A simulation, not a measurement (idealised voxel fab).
Title: Process Module voxel self aligned contacts
The cross-section shown here is cut; it is 230 nm wide and divided into square cells measuring 5 nm on a side.
The cross-sections in this document take the form of a grid made of square cells. They are written out as bands, in order from top to bottom. Each band consists of one or more rows of cells. Heights first: top, then bottom, in nm. Then materials, left to right, each with a width in nm. "edge to edge" on a single material: fills the band edge to edge. "blank": empty space. Heights are expressed relative to 0, this being the level below which the as-received wafer comprises one material exclusively. The lowest band is unbounded in the downward direction and is denoted as in "0..down". Top row gets the first number, bottom row gets the second, and each row in between changes by the same step: that is how a band width like "30..40" works. Given "remained the same" for a step, no cell of the cross-section differs between before and after that step. Entry "Closed empty spaces". Content: empty spaces with no open connection to the top, size 8 cells or greater. Each: width x height at distance. Distance: from left edge. Unit: nm. The remark found on a step's line after its settings is issued by the simulator itself and pertains to that step. overlay nm: mask offset rightward from planned place, masked step; negative means leftward offset.
The steps planned for the process are as follows:
- 1: RECEIVE (material Si)
- 2: OXIDIZE (depth nm 5)
- 3: DIRECTIONAL_DEP (material polySi; thk nm 30)
- 4: DIRECTIONAL_DEP (material SiN; thk nm 25)
- 5: PATTERN (tone cover; mask id GATE; material resist; width nm 30; pitch nm 65; thk nm 20; overlay nm 0)
- 6: DIRECTIONAL_ETCH (etch materials SiN; depth nm 25)
- 7: DIRECTIONAL_ETCH (etch materials polySi; depth nm 30)
- 8: STRIP (etch materials resist)
- 9: CONFORMAL_DEP (material SiN; thk nm 10)
- 10: DIRECTIONAL_ETCH (etch materials SiN; depth nm 10)
- 11: FILL_DEP (material SiO2; thk nm 20)
- 12: CMP (height nm 65)
- 13: DIRECTIONAL_DEP (material aC; thk nm 15)
- 14: PATTERN (tone open; mask id CONTACT; material resist; width nm 45; pitch nm 65; thk nm 35; overlay nm 0)
- 15: DIRECTIONAL_ETCH (etch materials aC; depth nm 15)
- 16: STRIP (etch materials resist)
- 17: DIRECTIONAL_ETCH (etch materials SiO2; depth nm 70)
- 18: STRIP (etch materials aC)
- 19: CONFORMAL_DEP (material TiN; thk nm 5)
- 20: FILL_DEP (material W; thk nm 10)
- 21: CMP (height nm 65)
- 22: CONFORMAL_DEP (material SiCN; thk nm 5)
Received-state cross-section, reflecting completion of step 1:
  0..down  Si edge to edge
  Closed empty spaces: none
This is how the wafer looks in cross-section once the module is done, given the starting state and plan above and one mistake in carrying the plan out:
  70..65  SiCN edge to edge
  65..60  60 nm SiO2, then 5 nm TiN, then 35 nm W, then 5 nm TiN, then 20 nm SiO2, then 5 nm TiN, then 35 nm W, then 5 nm TiN, then 60 nm SiO2
  60..55  60 nm SiO2, then 45 nm TiN, then 20 nm SiO2, then 45 nm TiN, then 60 nm SiO2
  55..30  45 nm SiN, then 10 nm SiO2, then 55 nm SiN, then 10 nm SiO2, then 55 nm SiN, then 10 nm SiO2, then 45 nm SiN
  30..0  35 nm polySi, then 10 nm SiN, then 10 nm SiO2, then 10 nm SiN, then 35 nm polySi, then 10 nm SiN, then 10 nm SiO2, then 10 nm SiN, then 35 nm polySi, then 10 nm SiN, then 10 nm SiO2, then 10 nm SiN, then 35 nm polySi
  0..-5  SiO2 edge to edge
  -5..down  Si edge to edge
  Closed empty spaces: none
It is concluded that the wafer was processed incorrectly with respect to the plan, in that step 5 ran as: PATTERN (tone open; mask id GATE; material resist; width nm 30; pitch nm 65; thk nm 20; overlay nm 0)
